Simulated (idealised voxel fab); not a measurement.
Process module heading - voxel fin reveal
Each square cell in cross-section cut measures 5 nm, and the section as a whole is 300 nm wide.
Cross-section = grid of square cells, listed top down in bands; band = one or more rows.
Basically the band line says how high the top is and how high the bottom is, in nm, and then what's in it from left to right, every material with its width in nm. Empty space shows up as "blank", and if a single material carries "everywhere" it runs the full band edge to edge.
Convention: height 0 is the level below which the wafer, as received, is all one material. The lowest band does not terminate at the bottom but continues downward, represented as "z 0 and below".
It should be noted that a width expressed as "30->40" varies in equal increments from row to row of cells within the band, taking the value of the first number at the top row and that of the second number at the bottom row.
For the purposes of this document, the phrase "remained unchanged" attached to a step denotes that no cell within the cross-section was modified by that step.
"Sealed internal voids": sealed empty spaces, 8 cells or more, no open way to top, listed width x height at distance, with distance from the left edge and width, height and distance in nm.
That trailing text on a step's line, after the settings, is the simulator's own remark on the step.
The optional step-line setting "overlay nm" applies to steps with a mask and quantifies how far to the right of its planned location the mask lay, a negative value indicating leftward placement.
### Steps planned for the process
1 op RECEIVE | material Si
2 op CONFORMAL_DEP | material SiN | thk nm 10
3 op MASKED_ETCH | tone cover | mask id FINS | width nm 15 | pitch nm 35 | etch materials SiN | depth nm 10 | overlay nm 0
4 op MASKED_ETCH | tone cover | mask id FINS | width nm 15 | pitch nm 35 | etch materials Si | depth nm 30 | overlay nm 0
5 op OXIDIZE | depth nm 5
6 op FILL_DEP | material SiO2 | thk nm 10
7 op CMP | height nm 10
8 op SELECTIVE_ETCH | etch materials SiO2 | depth nm 25
9 op STRIP | etch materials SiN
### First wafer out of two, processed as planned
### Wafer cross-section on receipt, i.e. after step 1
> z 0 and below  Si everywhere
> Sealed internal voids: none
### Presented here is a cross-section of the wafer after step 2 has been performed
> z 10 to 0  SiN everywhere
> Under 0: no change, same as before.
### Presented here is a cross-section of the wafer after step 3 has been performed
> z 10 to 0  blank: 90, then SiN: 15, then blank: 20, then SiN: 15, then blank: 20, then SiN: 15, then blank: 20, then SiN: 15, then blank: 90
> Under 0: no change, same as before.
### Presented here is a cross-section of the wafer after step 4 has been performed
> z 10 to 0  blank: 90, then SiN: 15, then blank: 20, then SiN: 15, then blank: 20, then SiN: 15, then blank: 20, then SiN: 15, then blank: 90
> z 0 to -30  blank: 90, then Si: 15, then blank: 20, then Si: 15, then blank: 20, then Si: 15, then blank: 20, then Si: 15, then blank: 90
> Under -30: no change, same as before.
### Presented here is a cross-section of the wafer after step 5 has been performed
> z 10 to 0  blank: 90, then SiN: 15, then blank: 20, then SiN: 15, then blank: 20, then SiN: 15, then blank: 20, then SiN: 15, then blank: 90
> z 0 to -30  blank: 90, then SiO2: 5, then Si: 5, then SiO2: 5, then blank: 20, then SiO2: 5, then Si: 5, then SiO2: 5, then blank: 20, then SiO2: 5, then Si: 5, then SiO2: 5, then blank: 20, then SiO2: 5, then Si: 5, then SiO2: 5, then blank: 90
> z -30 to -35  SiO2: 95, then Si: 5, then SiO2: 30, then Si: 5, then SiO2: 30, then Si: 5, then SiO2: 30, then Si: 5, then SiO2: 95
> Under -35: no change, same as before.
### Presented here is a cross-section of the wafer after step 6 has been performed
> z 20 to 10  SiO2 everywhere
> z 10 to 0  SiO2: 90, then SiN: 15, then SiO2: 20, then SiN: 15, then SiO2: 20, then SiN: 15, then SiO2: 20, then SiN: 15, then SiO2: 90
> z 0 to -35  SiO2: 95, then Si: 5, then SiO2: 30, then Si: 5, then SiO2: 30, then Si: 5, then SiO2: 30, then Si: 5, then SiO2: 95
> Under -35: no change, same as before.
### Presented here is a cross-section of the wafer after step 7 has been performed
> z 10 to 0  SiO2: 90, then SiN: 15, then SiO2: 20, then SiN: 15, then SiO2: 20, then SiN: 15, then SiO2: 20, then SiN: 15, then SiO2: 90
> Under 0: no change, same as before.
### Presented here is a cross-section of the wafer after step 8 has been performed
> z 10 to 0  blank: 90, then SiN: 15, then blank: 20, then SiN: 15, then blank: 20, then SiN: 15, then blank: 20, then SiN: 15, then blank: 90
> z 0 to -15  blank: 95, then Si: 5, then blank: 30, then Si: 5, then blank: 30, then Si: 5, then blank: 30, then Si: 5, then blank: 95
> Under -15: no change, same as before.
### Presented here is a cross-section of the wafer after step 9 has been performed
> z 0 to -15  blank: 95, then Si: 5, then blank: 30, then Si: 5, then blank: 30, then Si: 5, then blank: 30, then Si: 5, then blank: 95
> Under -15: no change, same as before.
### Now the other wafer: same start, same recipe, but we messed up one thing when running it. Up to and including step 3 it's the same as the first one
### Second wafer, section view, time point: scheduled end of step 4
> z 10 to 0  blank: 90, then SiN: 15, then blank: 20, then SiN: 15, then blank: 20, then SiN: 15, then blank: 20, then SiN: 15, then blank: 90
> z 0 to -30  blank: 80, then Si: 25, then blank: 10, then Si: 25, then blank: 10, then Si: 25, then blank: 10, then Si: 25, then blank: 90
> Under -30: no change, same as before.
### Second wafer, section view, time point: scheduled end of step 5
> z 10 to 0  blank: 90, then SiN: 15, then blank: 20, then SiN: 15, then blank: 20, then SiN: 15, then blank: 20, then SiN: 15, then blank: 90
> z 0 to -5  blank: 80, then SiO2: 15, then Si: 5, then SiO2: 5, then blank: 10, then SiO2: 15, then Si: 5, then SiO2: 5, then blank: 10, then SiO2: 15, then Si: 5, then SiO2: 5, then blank: 10, then SiO2: 15, then Si: 5, then SiO2: 5, then blank: 90
> z -5 to -30  blank: 80, then SiO2: 5, then Si: 15, then SiO2: 5, then blank: 10, then SiO2: 5, then Si: 15, then SiO2: 5, then blank: 10, then SiO2: 5, then Si: 15, then SiO2: 5, then blank: 10, then SiO2: 5, then Si: 15, then SiO2: 5, then blank: 90
> z -30 to -35  SiO2: 85, then Si: 15, then SiO2: 20, then Si: 15, then SiO2: 20, then Si: 15, then SiO2: 20, then Si: 15, then SiO2: 95
> Under -35: no change, same as before.
### Second wafer, section view, time point: scheduled end of step 6
> z 20 to 10  SiO2 everywhere
> z 10 to 0  SiO2: 90, then SiN: 15, then SiO2: 20, then SiN: 15, then SiO2: 20, then SiN: 15, then SiO2: 20, then SiN: 15, then SiO2: 90
> z 0 to -5  SiO2: 95, then Si: 5, then SiO2: 30, then Si: 5, then SiO2: 30, then Si: 5, then SiO2: 30, then Si: 5, then SiO2: 95
> z -5 to -35  SiO2: 85, then Si: 15, then SiO2: 20, then Si: 15, then SiO2: 20, then Si: 15, then SiO2: 20, then Si: 15, then SiO2: 95
> Under -35: no change, same as before.
### Second wafer, section view, time point: scheduled end of step 7
> z 10 to 0  SiO2: 90, then SiN: 15, then SiO2: 20, then SiN: 15, then SiO2: 20, then SiN: 15, then SiO2: 20, then SiN: 15, then SiO2: 90
> Under 0: no change, same as before.
### Second wafer, section view, time point: scheduled end of step 8
> z 10 to 0  blank: 90, then SiN: 15, then blank: 20, then SiN: 15, then blank: 20, then SiN: 15, then blank: 20, then SiN: 15, then blank: 90
> z 0 to -5  blank: 95, then Si: 5, then blank: 30, then Si: 5, then blank: 30, then Si: 5, then blank: 30, then Si: 5, then blank: 95
> z -5 to -15  blank: 85, then Si: 15, then blank: 20, then Si: 15, then blank: 20, then Si: 15, then blank: 20, then Si: 15, then blank: 95
> Under -15: no change, same as before.
### Second wafer, section view, time point: scheduled end of step 9
> z 0 to -5  blank: 95, then Si: 5, then blank: 30, then Si: 5, then blank: 30, then Si: 5, then blank: 30, then Si: 5, then blank: 95
> Under -5: no change, same as before.
It is concluded that the wafer was processed incorrectly with respect to the plan, in that rather than as planned, step 4 actually ran as op MASKED_ETCH | tone cover | mask id FINS | width nm 15 | pitch nm 35 | etch materials Si | depth nm 30 | overlay nm -10
Final difference in cells, second wafer against first, listed per material as more or fewer: Si +48, SiO2 -32
